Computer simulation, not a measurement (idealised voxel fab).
voxel self aligned contacts: a process module
Section shown: cut. Width: 210 nm. Cell size: 5 nm, square.
Cross-section = grid of square cells, listed top down in bands; band = one or more rows.
This entry defines a band. It first specifies the height of the band's top and the height of its bottom in nm, and then specifies the band's materials from left to right, stating each material with its width in nm. The word "full width" identifies a single material that fills the band from edge to edge, while the word "empty" identifies empty space.
Heights are expressed relative to 0, this being the level below which the as-received wafer comprises one material exclusively. The lowest band is unbounded in the downward direction and is denoted as in "0..down".
The expression "30->40" gives the width at the extremes of the band, the first number at its top row of cells and the second at its bottom row, with the width changing by equal amounts from each row to the next in between.
The designation "same as before", where it is given for a processing step, indicates that no cell of the cross-section was altered in the course of that step.
Reported under the label "Cavities, closed" are the empty spaces having no open way to the top and comprising 8 cells or more; the notation for each is width x height at distance, in which the distance is measured from the left edge and all three values are in nm.
On each step's line, the part that comes after the settings is the simulator's own comment on the step.
overlay nm: how far to the right of its planned place the mask lay on this masked step (negative: to the left).
# Planned step list for the process
1) RECEIVE,material Si
2) CONFORMAL_DEP,material SiO2,thk nm 5
3) DIRECTIONAL_DEP,material polySi,thk nm 20
4) DIRECTIONAL_DEP,material SiN,thk nm 15
5) DIRECTIONAL_DEP,material aC,thk nm 10
6) PATTERN,tone cover,mask id GATE,material resist,width nm 35,pitch nm 60,thk nm 30,overlay nm 0
7) DIRECTIONAL_ETCH,etch materials aC,depth nm 10
8) STRIP,etch materials resist
9) DIRECTIONAL_ETCH,etch materials SiN,depth nm 15
10) DIRECTIONAL_ETCH,etch materials polySi,depth nm 20
11) STRIP,etch materials aC
12) CONFORMAL_DEP,material SiN,thk nm 5
13) DIRECTIONAL_ETCH,etch materials SiN,depth nm 5
14) FILL_DEP,material SiO2,thk nm 15
15) CMP,height nm 50
16) PATTERN,tone open,mask id CONTACT,material resist,width nm 35,thk nm 20,overlay nm 0
17) DIRECTIONAL_ETCH,etch materials SiO2,depth nm 50
18) STRIP,etch materials resist
19) CONFORMAL_DEP,material TiN,thk nm 5
20) FILL_DEP,material W,thk nm 5
21) CMP,height nm 50
22) CONFORMAL_DEP,material SiN,thk nm 5
# Incoming wafer in cross-section (state: after step 1)
- 0..down  Si full width
- Cavities, closed: none
# End-of-module cross-section. Starting structure and process plan as above; one mistake made in running it
- 55..50  SiN full width
- 50..45  SiO2=50; SiN=45; TiN=5; W=5; TiN=5; SiN=45; SiO2=55
- 45..30  SiO2=50; SiN=5; polySi=35; SiN=5; TiN=5; W=5; TiN=5; SiN=5; polySi=35; SiN=5; SiO2=55
- 30..25  SiO2=50; SiN=5; polySi=35; SiN=5; TiN=15; SiN=5; polySi=35; SiN=5; SiO2=55
- 25..5  polySi full width
- 5..0  SiO2 full width
- 0..down  Si full width
- Cavities, closed: none
Plan not followed: step 3 of the plan was performed twice
